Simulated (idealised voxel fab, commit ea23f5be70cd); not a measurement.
Documented hereafter: the process module known as voxel wiring stack.
Pictured: cross-section cut, 175 nm wide, on a grid of 5 nm square cells.
Cross-section spec: square-cell grid; bands listed top down; each band is one or more rows. Each band's line starts with the height of the band's top and of its bottom, in nm. Then come its materials from left to right, each with its width in nm. One material with "all across" fills the band from edge to edge. "blank" is empty space. Zero point of the height axis is 0; under it, received wafer = one material. Lowest band: continues down indefinitely, "0 down". Quick explanation for "30 to 40": the width changes in equal steps down the rows of cells, from the first number in the band's top row to the second number in its bottom row. What does "changes: none" mean for a step? It means no cell of the cross-section changed in that step. "Encapsulated voids" means: voids of 8 cells or more that are shut off from the top with no open way through. Written width x height at distance, distance from the left edge, in nm. Anything after a step's settings on that line? It's the simulator's own note about the step. A step's line can hold "overlay nm"; with a mask on that step, the setting says how far right of the planned place the mask lay, while a negative setting says it lay to the left.

## The following list gives the planned process steps
1) RECEIVE: material Si
2) CONFORMAL_DEP: material SiO2, thk nm 15
3) DIRECTIONAL_DEP: material TiN, thk nm 5
4) DIRECTIONAL_DEP: material W, thk nm 15
5) DIRECTIONAL_DEP: material aC, thk nm 10
6) PATTERN: tone cover, mask id METAL_1, material resist, width nm 25, pitch nm 55, thk nm 25, overlay nm 0
7) DIRECTIONAL_ETCH: etch materials aC, depth nm 10
8) STRIP: etch materials resist
9) DIRECTIONAL_ETCH: etch materials W, depth nm 15
10) DIRECTIONAL_ETCH: etch materials TiN, depth nm 5
11) STRIP: etch materials aC
12) CONFORMAL_DEP: material SiCN, thk nm 5
13) FILL_DEP: material SiO2, thk nm 5
14) CMP: height nm 35
15) CONFORMAL_DEP: material SiCN, thk nm 5
16) DIRECTIONAL_DEP: material lowk, thk nm 30
17) MASKED_ETCH: tone open, mask id METAL_2_HOLES, width nm 15, etch materials lowk, depth nm 30, overlay nm 0
18) MASKED_ETCH: tone open, mask id METAL_2, width nm 25, pitch nm 55, etch materials lowk, depth nm 20, overlay nm 0
19) MASKED_ETCH: tone open, mask id METAL_2, width nm 25, pitch nm 55, etch materials SiCN, depth nm 5, overlay nm 0
20) CONFORMAL_DEP: material TiN, thk nm 5
21) FILL_DEP: material Cu, thk nm 10
22) CMP: height nm 70
23) CONFORMAL_DEP: material SiN, thk nm 5
The wafers are alike at the start. At step 12, their thk nm differs. The plan lists the first wafer's value.

## Sectional view: first of several wafers, as received, after step 1
	0 down | Si all across
	Encapsulated voids: none

## Tabulated below, wafer by wafer, are the end-of-module results: for each material, the number of cells gained (+) or lost (-) relative to the as-received state, followed by the closed voids
thk nm 5 | +21 Cu | +69 SiCN | +35 SiN | +168 SiO2 | +38 TiN | +30 W | +164 lowk | Encapsulated voids: none
thk nm 10 | +21 Cu | +98 SiCN | +35 SiN | +139 SiO2 | +38 TiN | +30 W | +164 lowk | Encapsulated voids: none
thk nm 15 | +21 Cu | +119 SiCN | +35 SiN | +118 SiO2 | +38 TiN | +30 W | +164 lowk | Encapsulated voids: none
thk nm 20 | +21 Cu | +132 SiCN | +35 SiN | +105 SiO2 | +38 TiN | +30 W | +164 lowk | Encapsulated voids: none
